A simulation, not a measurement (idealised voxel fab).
process module | voxel self aligned contacts
cross-section cut | 180 nm wide | cells 5 nm
A cross-section is a grid of square cells, given in bands from the top down. A band is one or more rows of cells.
Each band's line starts with the height of the band's top and of its bottom, in nm. Then come its materials from left to right, each with its width in nm. One material with "throughout" fills the band from edge to edge. "air" is empty space.
Height 0 is the level under which the wafer as received is all one material. The lowest band goes on downwards, as in "0 down".
A width such as "30 to 40" changes by the same amount from each row of cells to the next, from the band's top row to its bottom row.
"no change" after a step means that no cell of the cross-section changed.
closed voids: empty space of 8 cells or more with no open way to the top, each as width x height at its distance from the left edge, in nm
after a step's settings: what the simulator itself notes on the step
overlay nm, on a step with a mask: how far to the right of its planned place the mask lay; to the left if negative
plan
1 op RECEIVE | material Si
2 op CONFORMAL_DEP | material SiO2 | thk nm 5
3 op DIRECTIONAL_DEP | material polySi | thk nm 25
4 op DIRECTIONAL_DEP | material SiN | thk nm 20
5 op PATTERN | tone cover | mask id GATE | material resist | width nm 35 | pitch nm 70 | thk nm 15 | overlay nm 0
6 op DIRECTIONAL_ETCH | etch materials SiN | depth nm 20
7 op DIRECTIONAL_ETCH | etch materials polySi | depth nm 25
8 op STRIP | etch materials resist
9 op CONFORMAL_DEP | material SiN | thk nm 5
10 op DIRECTIONAL_ETCH | etch materials SiN | depth nm 5
11 op FILL_DEP | material SiO2 | thk nm 15
12 op CMP | height nm 60
13 op MASKED_ETCH | tone open | mask id CONTACT | width nm 55 | etch materials SiO2 | depth nm 60 | overlay nm 0
14 op CONFORMAL_DEP | material TiN | thk nm 5
15 op FILL_DEP | material W | thk nm 5
16 op CMP | height nm 60
17 op CONFORMAL_DEP | material SiN | thk nm 5
first wafer, as planned
as received, after step 1
  0 down: Si throughout
  closed voids: none
after step 2
  5 to 0: SiO2 throughout
  below 0: unchanged
after step 3
  30 to 5: polySi throughout
  below 5: unchanged
after step 4
  50 to 30: SiN throughout
  below 30: unchanged
after step 5
  65 to 50: air 35 | resist 35 | air 35 | resist 35 | air 40
  below 50: unchanged
after step 6
  65 to 50: air 35 | resist 35 | air 35 | resist 35 | air 40
  50 to 30: air 35 | SiN 35 | air 35 | SiN 35 | air 40
  below 30: unchanged
after step 7
  65 to 50: air 35 | resist 35 | air 35 | resist 35 | air 40
  50 to 30: air 35 | SiN 35 | air 35 | SiN 35 | air 40
  30 to 5: air 35 | polySi 35 | air 35 | polySi 35 | air 40
  below 5: unchanged
after step 8
  50 to 30: air 35 | SiN 35 | air 35 | SiN 35 | air 40
  below 30: unchanged
after step 9
  55 to 30: air 30 | SiN 45 | air 25 | SiN 45 | air 35
  30 to 10: air 30 | SiN 5 | polySi 35 | SiN 5 | air 25 | SiN 5 | polySi 35 | SiN 5 | air 35
  10 to 5: SiN 35 | polySi 35 | SiN 35 | polySi 35 | SiN 40
  below 5: unchanged
after step 10
  50 to 30: air 30 | SiN 45 | air 25 | SiN 45 | air 35
  30 to 5: air 30 | SiN 5 | polySi 35 | SiN 5 | air 25 | SiN 5 | polySi 35 | SiN 5 | air 35
  below 5: unchanged
after step 11
  65 to 50: SiO2 throughout
  50 to 30: SiO2 30 | SiN 45 | SiO2 25 | SiN 45 | SiO2 35
  30 to 5: SiO2 30 | SiN 5 | polySi 35 | SiN 5 | SiO2 25 | SiN 5 | polySi 35 | SiN 5 | SiO2 35
  below 5: unchanged
after step 12
  60 to 50: SiO2 throughout
  below 50: unchanged
after step 13
  60 to 50: SiO2 60 | air 55 | SiO2 65
  50 to 30: SiO2 30 | SiN 45 | air 25 | SiN 45 | SiO2 35
  30 to 5: SiO2 30 | SiN 5 | polySi 35 | SiN 5 | air 25 | SiN 5 | polySi 35 | SiN 5 | SiO2 35
  5 to 0: SiO2 75 | air 25 | SiO2 80
  below 0: unchanged
after step 14
  65 to 60: TiN 65 | air 45 | TiN 70
  60 to 50: SiO2 60 | TiN 5 to 20 | air 45 to 15 | TiN 5 to 20 | SiO2 65
  50 to 30: SiO2 30 | SiN 45 | TiN 5 | air 15 | TiN 5 | SiN 45 | SiO2 35
  30 to 5: SiO2 30 | SiN 5 | polySi 35 | SiN 5 | TiN 5 | air 15 | TiN 5 | SiN 5 | polySi 35 | SiN 5 | SiO2 35
  5 to 0: SiO2 75 | TiN 25 | SiO2 80
  below 0: unchanged
after step 15
  70 to 65: W throughout
  65 to 60: TiN 65 | W 45 | TiN 70
  60 to 50: SiO2 60 | TiN 5 to 20 | W 45 to 15 | TiN 5 to 20 | SiO2 65
  50 to 30: SiO2 30 | SiN 45 | TiN 5 | W 15 | TiN 5 | SiN 45 | SiO2 35
  30 to 5: SiO2 30 | SiN 5 | polySi 35 | SiN 5 | TiN 5 | W 15 | TiN 5 | SiN 5 | polySi 35 | SiN 5 | SiO2 35
  below 5: unchanged
after step 16
  60 to 50: SiO2 60 | TiN 5 to 20 | W 45 to 15 | TiN 5 to 20 | SiO2 65
  below 50: unchanged
after step 17
  65 to 60: SiN throughout
  below 60: unchanged
second wafer: like start, like plan, one mistake. Through step 3 it matches the first wafer
when step 4 should have ended
  70 to 30: SiN throughout
  below 30: unchanged
when step 5 should have ended
  85 to 70: air 35 | resist 35 | air 35 | resist 35 | air 40
  below 70: unchanged
when step 6 should have ended
  85 to 70: air 35 | resist 35 | air 35 | resist 35 | air 40
  70 to 50: air 35 | SiN 35 | air 35 | SiN 35 | air 40
  below 50: unchanged
when step 7 should have ended: no change
when step 8 should have ended
  70 to 50: air 35 | SiN 35 | air 35 | SiN 35 | air 40
  below 50: unchanged
when step 9 should have ended
  75 to 55: air 30 | SiN 45 | air 25 | SiN 45 | air 35
  55 to 30: SiN throughout
  below 30: unchanged
when step 10 should have ended
  70 to 50: air 30 | SiN 45 | air 25 | SiN 45 | air 35
  below 50: unchanged
when step 11 should have ended
  85 to 70: SiO2 throughout
  70 to 50: SiO2 30 | SiN 45 | SiO2 25 | SiN 45 | SiO2 35
  below 50: unchanged
when step 12 should have ended
  60 to 50: SiO2 30 | SiN 45 | SiO2 25 | SiN 45 | SiO2 35
  below 50: unchanged
when step 13 should have ended
  60 to 50: SiO2 30 | SiN 45 | air 25 | SiN 45 | SiO2 35
  below 50: unchanged
when step 14 should have ended
  65 to 60: TiN 80 | air 15 | TiN 85
  60 to 55: SiO2 30 | SiN 45 | TiN 5 | air 15 | TiN 5 | SiN 45 | SiO2 35
  55 to 50: SiO2 30 | SiN 45 | TiN 25 | SiN 45 | SiO2 35
  below 50: unchanged
when step 15 should have ended
  70 to 65: W throughout
  65 to 60: TiN 80 | W 15 | TiN 85
  60 to 55: SiO2 30 | SiN 45 | TiN 5 | W 15 | TiN 5 | SiN 45 | SiO2 35
  below 55: unchanged
when step 16 should have ended
  60 to 55: SiO2 30 | SiN 45 | TiN 5 | W 15 | TiN 5 | SiN 45 | SiO2 35
  below 55: unchanged
when step 17 should have ended
  65 to 60: SiN throughout
  below 60: unchanged
what went wrong: step 4 was run twice
at the end the second wafer has, in cells: 88 more of SiN | 136 fewer of SiO2 | 26 fewer of TiN | 36 fewer of W | 110 more of polySi
